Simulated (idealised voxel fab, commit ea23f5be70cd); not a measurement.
process module | voxel capacitor over wiring
cross-section cut | 300 nm wide | cells 5 nm
A cross-section is a grid of square cells, given in bands from the top down. A band is one or more rows of cells.
Each band's line starts with the height of the band's top and of its bottom, in nm. Then come its materials from left to right, each with its width in nm. One material with "throughout" fills the band from edge to edge. "air" is empty space.
Height 0 is the level under which the wafer as received is all one material. The lowest band goes on downwards, as in "0 down".
A width such as "30 to 40" changes by the same amount from each row of cells to the next, from the band's top row to its bottom row.
"no change" after a step means that no cell of the cross-section changed.
closed voids: empty space of 8 cells or more with no open way to the top, each as width x height at its distance from the left edge, in nm
after a step's settings: what the simulator itself notes on the step
overlay nm, on a step with a mask: how far to the right of its planned place the mask lay; to the left if negative
plan
1 op RECEIVE | material Si
2 op CONFORMAL_DEP | material SiO2 | thk nm 10
3 op CONFORMAL_DEP | material SiN | thk nm 5
4 op DIRECTIONAL_DEP | material SiO2 | thk nm 15
5 op PATTERN | tone open | mask id METAL_1 | material resist | width nm 25 | pitch nm 90 | thk nm 20 | overlay nm 0
6 op DIRECTIONAL_ETCH | etch materials SiO2 | depth nm 15
7 op DIRECTIONAL_ETCH | etch materials SiN | depth nm 5
8 op STRIP | etch materials resist
9 op CONFORMAL_DEP | material TiN | thk nm 5
10 op FILL_DEP | material Cu | thk nm 5
11 op CMP | height nm 30
12 op CONFORMAL_DEP | material SiCN | thk nm 5
13 op DIRECTIONAL_DEP | material lowk | thk nm 10
14 op MASKED_ETCH | tone open | mask id PLUG_1 | width nm 15 | etch materials lowk | depth nm 10 | overlay nm 0
15 op MASKED_ETCH | tone open | mask id PLUG_1 | width nm 15 | etch materials SiCN | depth nm 5 | overlay nm 0
16 op EPI | material Ru | thk nm 10
17 op EPI | material Ru | thk nm 5
18 op DIRECTIONAL_DEP | material TiN | thk nm 5
19 op DIRECTIONAL_DEP | material HfO2 | thk nm 5
20 op DIRECTIONAL_DEP | material TiN | thk nm 5
21 op PATTERN | tone cover | mask id UPPER_PLATE | material resist | width nm 70 | thk nm 15 | overlay nm 0
22 op DIRECTIONAL_ETCH | etch materials TiN | depth nm 5
23 op DIRECTIONAL_ETCH | etch materials HfO2 | depth nm 5
24 op STRIP | etch materials resist
25 op MASKED_ETCH | tone cover | mask id LOWER_PLATE | width nm 80 | etch materials TiN | depth nm 5 | overlay nm 0
26 op FILL_DEP | material SiO2 | thk nm 20
27 op CMP | height nm 75
28 op MASKED_ETCH | tone open | mask id PLUG_2 | width nm 15 | etch materials SiO2 | depth nm 15 | overlay nm 0
29 op CONFORMAL_DEP | material TiN | thk nm 5
30 op FILL_DEP | material Cu | thk nm 5
31 op CMP | height nm 75
32 op CONFORMAL_DEP | material SiN | thk nm 5
first wafer, as planned
as received, after step 1
  0 down: Si throughout
  closed voids: none
after step 2
  10 to 0: SiO2 throughout
  below 0: unchanged
after step 3
  15 to 10: SiN throughout
  below 10: unchanged
after step 4
  30 to 15: SiO2 throughout
  below 15: unchanged
after step 5
  50 to 30: resist 90 | air 25 | resist 65 | air 25 | resist 95
  below 30: unchanged
after step 6
  50 to 30: resist 90 | air 25 | resist 65 | air 25 | resist 95
  30 to 15: SiO2 90 | air 25 | SiO2 65 | air 25 | SiO2 95
  below 15: unchanged
after step 7
  50 to 30: resist 90 | air 25 | resist 65 | air 25 | resist 95
  30 to 15: SiO2 90 | air 25 | SiO2 65 | air 25 | SiO2 95
  15 to 10: SiN 90 | air 25 | SiN 65 | air 25 | SiN 95
  below 10: unchanged
after step 8
  30 to 15: SiO2 90 | air 25 | SiO2 65 | air 25 | SiO2 95
  below 15: unchanged
after step 9
  35 to 30: TiN 95 | air 15 | TiN 75 | air 15 | TiN 100
  30 to 15: SiO2 90 | TiN 5 | air 15 | TiN 5 | SiO2 65 | TiN 5 | air 15 | TiN 5 | SiO2 95
  15 to 10: SiN 90 | TiN 25 | SiN 65 | TiN 25 | SiN 95
  below 10: unchanged
after step 10
  40 to 35: Cu throughout
  35 to 30: TiN 95 | Cu 15 | TiN 75 | Cu 15 | TiN 100
  30 to 15: SiO2 90 | TiN 5 | Cu 15 | TiN 5 | SiO2 65 | TiN 5 | Cu 15 | TiN 5 | SiO2 95
  below 15: unchanged
after step 11
  30 to 15: SiO2 90 | TiN 5 | Cu 15 | TiN 5 | SiO2 65 | TiN 5 | Cu 15 | TiN 5 | SiO2 95
  below 15: unchanged
after step 12
  35 to 30: SiCN throughout
  below 30: unchanged
after step 13
  45 to 35: lowk throughout
  below 35: unchanged
after step 14
  45 to 35: lowk 100 | air 15 | lowk 185
  below 35: unchanged
after step 15
  45 to 35: lowk 100 | air 15 | lowk 185
  35 to 30: SiCN 100 | air 15 | SiCN 185
  below 30: unchanged
after step 16
  45 to 40: lowk 100 | air 15 | lowk 185
  40 to 35: lowk 100 | Ru 15 | lowk 185
  35 to 30: SiCN 100 | Ru 15 | SiCN 185
  below 30: unchanged
after step 17
  45 to 35: lowk 100 | Ru 15 | lowk 185
  below 35: unchanged
after step 18
  50 to 45: TiN throughout
  below 45: unchanged
after step 19
  55 to 50: HfO2 throughout
  below 50: unchanged
after step 20
  60 to 55: TiN throughout
  below 55: unchanged
after step 21
  75 to 60: air 100 | resist 70 | air 130
  below 60: unchanged
after step 22
  75 to 60: air 100 | resist 70 | air 130
  60 to 55: air 100 | TiN 70 | air 130
  below 55: unchanged
after step 23
  75 to 60: air 100 | resist 70 | air 130
  60 to 55: air 100 | TiN 70 | air 130
  55 to 50: air 100 | HfO2 70 | air 130
  below 50: unchanged
after step 24
  60 to 55: air 100 | TiN 70 | air 130
  below 55: unchanged
after step 25
  60 to 55: air 100 | TiN 70 | air 130
  55 to 50: air 100 | HfO2 70 | air 130
  50 to 45: air 95 | TiN 80 | air 125
  below 45: unchanged
after step 26
  80 to 60: SiO2 throughout
  60 to 55: SiO2 100 | TiN 70 | SiO2 130
  55 to 50: SiO2 100 | HfO2 70 | SiO2 130
  50 to 45: SiO2 95 | TiN 80 | SiO2 125
  below 45: unchanged
after step 27
  75 to 60: SiO2 throughout
  below 60: unchanged
after step 28
  75 to 60: SiO2 110 | air 15 | SiO2 175
  below 60: unchanged
after step 29
  80 to 75: TiN 115 | air 5 | TiN 180
  75 to 65: SiO2 110 | TiN 5 | air 5 | TiN 5 | SiO2 175
  65 to 55: SiO2 110 to 100 | TiN 15 to 70 | SiO2 175 to 130
  below 55: unchanged
after step 30
  85 to 80: Cu throughout
  80 to 75: TiN 115 | Cu 5 | TiN 180
  75 to 65: SiO2 110 | TiN 5 | Cu 5 | TiN 5 | SiO2 175
  below 65: unchanged
after step 31
  75 to 65: SiO2 110 | TiN 5 | Cu 5 | TiN 5 | SiO2 175
  below 65: unchanged
after step 32
  80 to 75: SiN throughout
  below 75: unchanged
second wafer: like start, like plan, one mistake. Through step 17 it matches the first wafer
when step 18 should have ended
  50 to 45: SiN throughout
  below 45: unchanged
when step 19 should have ended
  55 to 50: HfO2 throughout
  below 50: unchanged
when step 20 should have ended
  60 to 55: TiN throughout
  below 55: unchanged
when step 21 should have ended
  75 to 60: air 100 | resist 70 | air 130
  below 60: unchanged
when step 22 should have ended
  75 to 60: air 100 | resist 70 | air 130
  60 to 55: air 100 | TiN 70 | air 130
  below 55: unchanged
when step 23 should have ended
  75 to 60: air 100 | resist 70 | air 130
  60 to 55: air 100 | TiN 70 | air 130
  55 to 50: air 100 | HfO2 70 | air 130
  below 50: unchanged
when step 24 should have ended
  60 to 55: air 100 | TiN 70 | air 130
  below 55: unchanged
when step 25 should have ended: no change
when step 26 should have ended
  80 to 60: SiO2 throughout
  60 to 55: SiO2 100 | TiN 70 | SiO2 130
  55 to 50: SiO2 100 | HfO2 70 | SiO2 130
  below 50: unchanged
when step 27 should have ended
  75 to 60: SiO2 throughout
  below 60: unchanged
when step 28 should have ended
  75 to 60: SiO2 110 | air 15 | SiO2 175
  below 60: unchanged
when step 29 should have ended
  80 to 75: TiN 115 | air 5 | TiN 180
  75 to 65: SiO2 110 | TiN 5 | air 5 | TiN 5 | SiO2 175
  65 to 55: SiO2 110 to 100 | TiN 15 to 70 | SiO2 175 to 130
  below 55: unchanged
when step 30 should have ended
  85 to 80: Cu throughout
  80 to 75: TiN 115 | Cu 5 | TiN 180
  75 to 65: SiO2 110 | TiN 5 | Cu 5 | TiN 5 | SiO2 175
  below 65: unchanged
when step 31 should have ended
  75 to 65: SiO2 110 | TiN 5 | Cu 5 | TiN 5 | SiO2 175
  below 65: unchanged
when step 32 should have ended
  80 to 75: SiN throughout
  below 75: unchanged
what went wrong: step 18 ran as: op DIRECTIONAL_DEP | material SiN | thk nm 5
at the end the second wafer has, in cells: 60 more of SiN | 44 fewer of SiO2 | 16 fewer of TiN
